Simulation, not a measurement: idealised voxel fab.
This is a process module. Its name is voxel capacitor over wiring.
The cross-section on display is named cut; it measures 260 nm wide, and its cells are 5 nm squares.
Each cross-section below is a grid of square cells, stated as bands in top-down order, with one or more rows of cells making up each band.
Top, bottom (nm), then materials left to right with widths (nm); lone material tagged "all across" fills the whole band edge to edge; "air" = empty space.
Basically, 0 is our baseline, since under it the wafer straight out of the box is all one material. The bottom band has no lower end and keeps on going down, so it looks like "from 0 down".
A width such as "30..40" changes by the same amount from each row of cells to the next, from the band's top row to its bottom row.
A step reported as "changes: none" is a step in which no cell of the cross-section changed.
The entry "Fully closed voids" lists the empty spaces that cover at least 8 cells and have no open path to the top. Each is written as width x height at distance, where the distance is measured from the left edge and all three values are in nm.
Note: text after step settings on the step line = simulator remark on that step.
A step's line can hold "overlay nm"; with a mask on that step, the setting says how far right of the planned place the mask lay, while a negative setting says it lay to the left.
This section lists the process steps that were planned
step 1: RECEIVE | material Si
step 2: CONFORMAL_DEP | material SiO2 | thk nm 10
step 3: DIRECTIONAL_DEP | material TiN | thk nm 5
step 4: DIRECTIONAL_DEP | material W | thk nm 20
step 5: DIRECTIONAL_DEP | material aC | thk nm 15
step 6: PATTERN | tone cover | mask id METAL_1 | material resist | width nm 25 | pitch nm 90 | thk nm 35 | overlay nm 0
step 7: DIRECTIONAL_ETCH | etch materials aC | depth nm 15
step 8: STRIP | etch materials resist
step 9: DIRECTIONAL_ETCH | etch materials W | depth nm 20
step 10: DIRECTIONAL_ETCH | etch materials TiN | depth nm 5
step 11: STRIP | etch materials aC
step 12: FILL_DEP | material lowk | thk nm 5
step 13: CMP | height nm 35
step 14: CONFORMAL_DEP | material SiCN | thk nm 5
step 15: DIRECTIONAL_DEP | material lowk | thk nm 10
step 16: MASKED_ETCH | tone open | mask id PLUG_1 | width nm 15 | etch materials lowk | depth nm 10 | overlay nm 0
step 17: MASKED_ETCH | tone open | mask id PLUG_1 | width nm 15 | etch materials SiCN | depth nm 5 | overlay nm 0
step 18: EPI | material Ru | thk nm 10
step 19: EPI | material Ru | thk nm 5
step 20: DIRECTIONAL_DEP | material TiN | thk nm 10
step 21: DIRECTIONAL_DEP | material Al2O3 | thk nm 5
step 22: DIRECTIONAL_DEP | material TiN | thk nm 10
step 23: PATTERN | tone cover | mask id UPPER_PLATE | material resist | width nm 70 | thk nm 20 | overlay nm 0
step 24: DIRECTIONAL_ETCH | etch materials TiN | depth nm 10
step 25: DIRECTIONAL_ETCH | etch materials Al2O3 | depth nm 5
step 26: STRIP | etch materials resist
step 27: PATTERN | tone cover | mask id LOWER_PLATE | material resist | width nm 80 | thk nm 15 | overlay nm 0
step 28: DIRECTIONAL_ETCH | etch materials TiN | depth nm 10
step 29: STRIP | etch materials resist
step 30: FILL_DEP | material SiO2 | thk nm 20
step 31: CMP | height nm 90
step 32: PATTERN | tone open | mask id PLUG_2 | material resist | width nm 15 | thk nm 15 | overlay nm 0
step 33: DIRECTIONAL_ETCH | etch materials SiO2 | depth nm 15
step 34: STRIP | etch materials resist
step 35: CONFORMAL_DEP | material TiN | thk nm 5
step 36: FILL_DEP | material W | thk nm 5
step 37: CMP | height nm 90
step 38: CONFORMAL_DEP | material SiCN | thk nm 5
First of two wafers - as planned
Cross-section, incoming material, after step 1
	from 0 down | Si all across
	Fully closed voids: none
Sectional view: wafer, after step 2
	from 10 to 0 | SiO2 all across
	Everything under 0 stays put, no change at all.
Sectional view: wafer, after step 3
	from 15 to 10 | TiN all across
	Everything under 10 stays put, no change at all.
Sectional view: wafer, after step 4
	from 35 to 15 | W all across
	Everything under 15 stays put, no change at all.
Sectional view: wafer, after step 5
	from 50 to 35 | aC all across
	Everything under 35 stays put, no change at all.
Sectional view: wafer, after step 6
	from 85 to 50 | air 70, resist 25, air 65, resist 25, air 75
	Everything under 50 stays put, no change at all.
Sectional view: wafer, after step 7
	from 70 to 50 | air 70, resist 25, air 65, resist 25, air 75
	from 50 to 35 | air 70, aC 25, air 65, aC 25, air 75
	Everything under 35 stays put, no change at all.
Sectional view: wafer, after step 8
	from 50 to 35 | air 70, aC 25, air 65, aC 25, air 75
	Everything under 35 stays put, no change at all.
Sectional view: wafer, after step 9
	from 50 to 35 | air 70, aC 25, air 65, aC 25, air 75
	from 35 to 15 | air 70, W 25, air 65, W 25, air 75
	Everything under 15 stays put, no change at all.
Sectional view: wafer, after step 10
	from 50 to 35 | air 70, aC 25, air 65, aC 25, air 75
	from 35 to 15 | air 70, W 25, air 65, W 25, air 75
	from 15 to 10 | air 70, TiN 25, air 65, TiN 25, air 75
	Everything under 10 stays put, no change at all.
Sectional view: wafer, after step 11
	from 35 to 15 | air 70, W 25, air 65, W 25, air 75
	Everything under 15 stays put, no change at all.
Sectional view: wafer, after step 12
	from 40 to 35 | lowk all across
	from 35 to 15 | lowk 70, W 25, lowk 65, W 25, lowk 75
	from 15 to 10 | lowk 70, TiN 25, lowk 65, TiN 25, lowk 75
	Everything under 10 stays put, no change at all.
Sectional view: wafer, after step 13
	from 35 to 15 | lowk 70, W 25, lowk 65, W 25, lowk 75
	Everything under 15 stays put, no change at all.
Sectional view: wafer, after step 14
	from 40 to 35 | SiCN all across
	Everything under 35 stays put, no change at all.
Sectional view: wafer, after step 15
	from 50 to 40 | lowk all across
	Everything under 40 stays put, no change at all.
Sectional view: wafer, after step 16
	from 50 to 40 | lowk 80, air 15, lowk 165
	Everything under 40 stays put, no change at all.
Sectional view: wafer, after step 17
	from 50 to 40 | lowk 80, air 15, lowk 165
	from 40 to 35 | SiCN 80, air 15, SiCN 165
	Everything under 35 stays put, no change at all.
Sectional view: wafer, after step 18
	from 50 to 45 | lowk 80, air 15, lowk 165
	from 45 to 40 | lowk 80, Ru 15, lowk 165
	from 40 to 35 | SiCN 80, Ru 15, SiCN 165
	Everything under 35 stays put, no change at all.
Sectional view: wafer, after step 19
	from 50 to 40 | lowk 80, Ru 15, lowk 165
	Everything under 40 stays put, no change at all.
Sectional view: wafer, after step 20
	from 60 to 50 | TiN all across
	Everything under 50 stays put, no change at all.
Sectional view: wafer, after step 21
	from 65 to 60 | Al2O3 all across
	Everything under 60 stays put, no change at all.
Sectional view: wafer, after step 22
	from 75 to 65 | TiN all across
	Everything under 65 stays put, no change at all.
Sectional view: wafer, after step 23
	from 95 to 75 | air 80, resist 70, air 110
	Everything under 75 stays put, no change at all.
Sectional view: wafer, after step 24
	from 95 to 75 | air 80, resist 70, air 110
	from 75 to 65 | air 80, TiN 70, air 110
	Everything under 65 stays put, no change at all.
Sectional view: wafer, after step 25
	from 95 to 75 | air 80, resist 70, air 110
	from 75 to 65 | air 80, TiN 70, air 110
	from 65 to 60 | air 80, Al2O3 70, air 110
	Everything under 60 stays put, no change at all.
Sectional view: wafer, after step 26
	from 75 to 65 | air 80, TiN 70, air 110
	Everything under 65 stays put, no change at all.
Sectional view: wafer, after step 27
	from 90 to 75 | air 75, resist 80, air 105
	from 75 to 65 | air 75, resist 5, TiN 70, resist 5, air 105
	from 65 to 60 | air 75, resist 5, Al2O3 70, resist 5, air 105
	Everything under 60 stays put, no change at all.
Sectional view: wafer, after step 28
	from 90 to 75 | air 75, resist 80, air 105
	from 75 to 65 | air 75, resist 5, TiN 70, resist 5, air 105
	from 65 to 60 | air 75, resist 5, Al2O3 70, resist 5, air 105
	from 60 to 50 | air 75, TiN 80, air 105
	Everything under 50 stays put, no change at all.
Sectional view: wafer, after step 29
	from 75 to 65 | air 80, TiN 70, air 110
	from 65 to 60 | air 80, Al2O3 70, air 110
	Everything under 60 stays put, no change at all.
Sectional view: wafer, after step 30
	from 95 to 75 | SiO2 all across
	from 75 to 65 | SiO2 80, TiN 70, SiO2 110
	from 65 to 60 | SiO2 80, Al2O3 70, SiO2 110
	from 60 to 50 | SiO2 75, TiN 80, SiO2 105
	Everything under 50 stays put, no change at all.
Sectional view: wafer, after step 31
	from 90 to 75 | SiO2 all across
	Everything under 75 stays put, no change at all.
Sectional view: wafer, after step 32
	from 105 to 90 | resist 90, air 15, resist 155
	Everything under 90 stays put, no change at all.
Sectional view: wafer, after step 33
	from 105 to 90 | resist 90, air 15, resist 155
	from 90 to 75 | SiO2 90, air 15, SiO2 155
	Everything under 75 stays put, no change at all.
Sectional view: wafer, after step 34
	from 90 to 75 | SiO2 90, air 15, SiO2 155
	Everything under 75 stays put, no change at all.
Sectional view: wafer, after step 35
	from 95 to 90 | TiN 95, air 5, TiN 160
	from 90 to 80 | SiO2 90, TiN 5, air 5, TiN 5, SiO2 155
	from 80 to 75 | SiO2 90, TiN 15, SiO2 155
	Everything under 75 stays put, no change at all.
Sectional view: wafer, after step 36
	from 100 to 95 | W all across
	from 95 to 90 | TiN 95, W 5, TiN 160
	from 90 to 80 | SiO2 90, TiN 5, W 5, TiN 5, SiO2 155
	Everything under 80 stays put, no change at all.
Sectional view: wafer, after step 37
	from 90 to 80 | SiO2 90, TiN 5, W 5, TiN 5, SiO2 155
	Everything under 80 stays put, no change at all.
Sectional view: wafer, after step 38
	from 95 to 90 | SiCN all across
	Everything under 90 stays put, no change at all.
Okay, second wafer. Nothing different at the start, nothing different in the plan, just one mistake somewhere in the running. As far as step 11, counting that step, it's the first wafer all over again
Cross-section of the second wafer when, according to plan, step 12 should have finished
	from 40 to 35 | aC all across
	from 35 to 15 | aC 70, W 25, aC 65, W 25, aC 75
	from 15 to 10 | aC 70, TiN 25, aC 65, TiN 25, aC 75
	Everything under 10 stays put, no change at all.
Cross-section of the second wafer when, according to plan, step 13 should have finished
	from 35 to 15 | aC 70, W 25, aC 65, W 25, aC 75
	Everything under 15 stays put, no change at all.
Cross-section of the second wafer when, according to plan, step 14 should have finished
	from 40 to 35 | SiCN all across
	Everything under 35 stays put, no change at all.
Cross-section of the second wafer when, according to plan, step 15 should have finished
	from 50 to 40 | lowk all across
	Everything under 40 stays put, no change at all.
Cross-section of the second wafer when, according to plan, step 16 should have finished
	from 50 to 40 | lowk 80, air 15, lowk 165
	Everything under 40 stays put, no change at all.
Cross-section of the second wafer when, according to plan, step 17 should have finished
	from 50 to 40 | lowk 80, air 15, lowk 165
	from 40 to 35 | SiCN 80, air 15, SiCN 165
	Everything under 35 stays put, no change at all.
Cross-section of the second wafer when, according to plan, step 18 should have finished
	from 50 to 45 | lowk 80, air 15, lowk 165
	from 45 to 40 | lowk 80, Ru 15, lowk 165
	from 40 to 35 | SiCN 80, Ru 15, SiCN 165
	Everything under 35 stays put, no change at all.
Cross-section of the second wafer when, according to plan, step 19 should have finished
	from 50 to 40 | lowk 80, Ru 15, lowk 165
	Everything under 40 stays put, no change at all.
Cross-section of the second wafer when, according to plan, step 20 should have finished
	from 60 to 50 | TiN all across
	Everything under 50 stays put, no change at all.
Cross-section of the second wafer when, according to plan, step 21 should have finished
	from 65 to 60 | Al2O3 all across
	Everything under 60 stays put, no change at all.
Cross-section of the second wafer when, according to plan, step 22 should have finished
	from 75 to 65 | TiN all across
	Everything under 65 stays put, no change at all.
Cross-section of the second wafer when, according to plan, step 23 should have finished
	from 95 to 75 | air 80, resist 70, air 110
	Everything under 75 stays put, no change at all.
Cross-section of the second wafer when, according to plan, step 24 should have finished
	from 95 to 75 | air 80, resist 70, air 110
	from 75 to 65 | air 80, TiN 70, air 110
	Everything under 65 stays put, no change at all.
Cross-section of the second wafer when, according to plan, step 25 should have finished
	from 95 to 75 | air 80, resist 70, air 110
	from 75 to 65 | air 80, TiN 70, air 110
	from 65 to 60 | air 80, Al2O3 70, air 110
	Everything under 60 stays put, no change at all.
Cross-section of the second wafer when, according to plan, step 26 should have finished
	from 75 to 65 | air 80, TiN 70, air 110
	Everything under 65 stays put, no change at all.
Cross-section of the second wafer when, according to plan, step 27 should have finished
	from 90 to 75 | air 75, resist 80, air 105
	from 75 to 65 | air 75, resist 5, TiN 70, resist 5, air 105
	from 65 to 60 | air 75, resist 5, Al2O3 70, resist 5, air 105
	Everything under 60 stays put, no change at all.
Cross-section of the second wafer when, according to plan, step 28 should have finished
	from 90 to 75 | air 75, resist 80, air 105
	from 75 to 65 | air 75, resist 5, TiN 70, resist 5, air 105
	from 65 to 60 | air 75, resist 5, Al2O3 70, resist 5, air 105
	from 60 to 50 | air 75, TiN 80, air 105
	Everything under 50 stays put, no change at all.
Cross-section of the second wafer when, according to plan, step 29 should have finished
	from 75 to 65 | air 80, TiN 70, air 110
	from 65 to 60 | air 80, Al2O3 70, air 110
	Everything under 60 stays put, no change at all.
Cross-section of the second wafer when, according to plan, step 30 should have finished
	from 95 to 75 | SiO2 all across
	from 75 to 65 | SiO2 80, TiN 70, SiO2 110
	from 65 to 60 | SiO2 80, Al2O3 70, SiO2 110
	from 60 to 50 | SiO2 75, TiN 80, SiO2 105
	Everything under 50 stays put, no change at all.
Cross-section of the second wafer when, according to plan, step 31 should have finished
	from 90 to 75 | SiO2 all across
	Everything under 75 stays put, no change at all.
Cross-section of the second wafer when, according to plan, step 32 should have finished
	from 105 to 90 | resist 90, air 15, resist 155
	Everything under 90 stays put, no change at all.
Cross-section of the second wafer when, according to plan, step 33 should have finished
	from 105 to 90 | resist 90, air 15, resist 155
	from 90 to 75 | SiO2 90, air 15, SiO2 155
	Everything under 75 stays put, no change at all.
Cross-section of the second wafer when, according to plan, step 34 should have finished
	from 90 to 75 | SiO2 90, air 15, SiO2 155
	Everything under 75 stays put, no change at all.
Cross-section of the second wafer when, according to plan, step 35 should have finished
	from 95 to 90 | TiN 95, air 5, TiN 160
	from 90 to 80 | SiO2 90, TiN 5, air 5, TiN 5, SiO2 155
	from 80 to 75 | SiO2 90, TiN 15, SiO2 155
	Everything under 75 stays put, no change at all.
Cross-section of the second wafer when, according to plan, step 36 should have finished
	from 100 to 95 | W all across
	from 95 to 90 | TiN 95, W 5, TiN 160
	from 90 to 80 | SiO2 90, TiN 5, W 5, TiN 5, SiO2 155
	Everything under 80 stays put, no change at all.
Cross-section of the second wafer when, according to plan, step 37 should have finished
	from 90 to 80 | SiO2 90, TiN 5, W 5, TiN 5, SiO2 155
	Everything under 80 stays put, no change at all.
Cross-section of the second wafer when, according to plan, step 38 should have finished
	from 95 to 90 | SiCN all across
	Everything under 90 stays put, no change at all.
Processing error: step 12 ran as: FILL_DEP | material aC | thk nm 5
Final cells, second wafer relative to first, materials higher or lower: aC +210, lowk -210
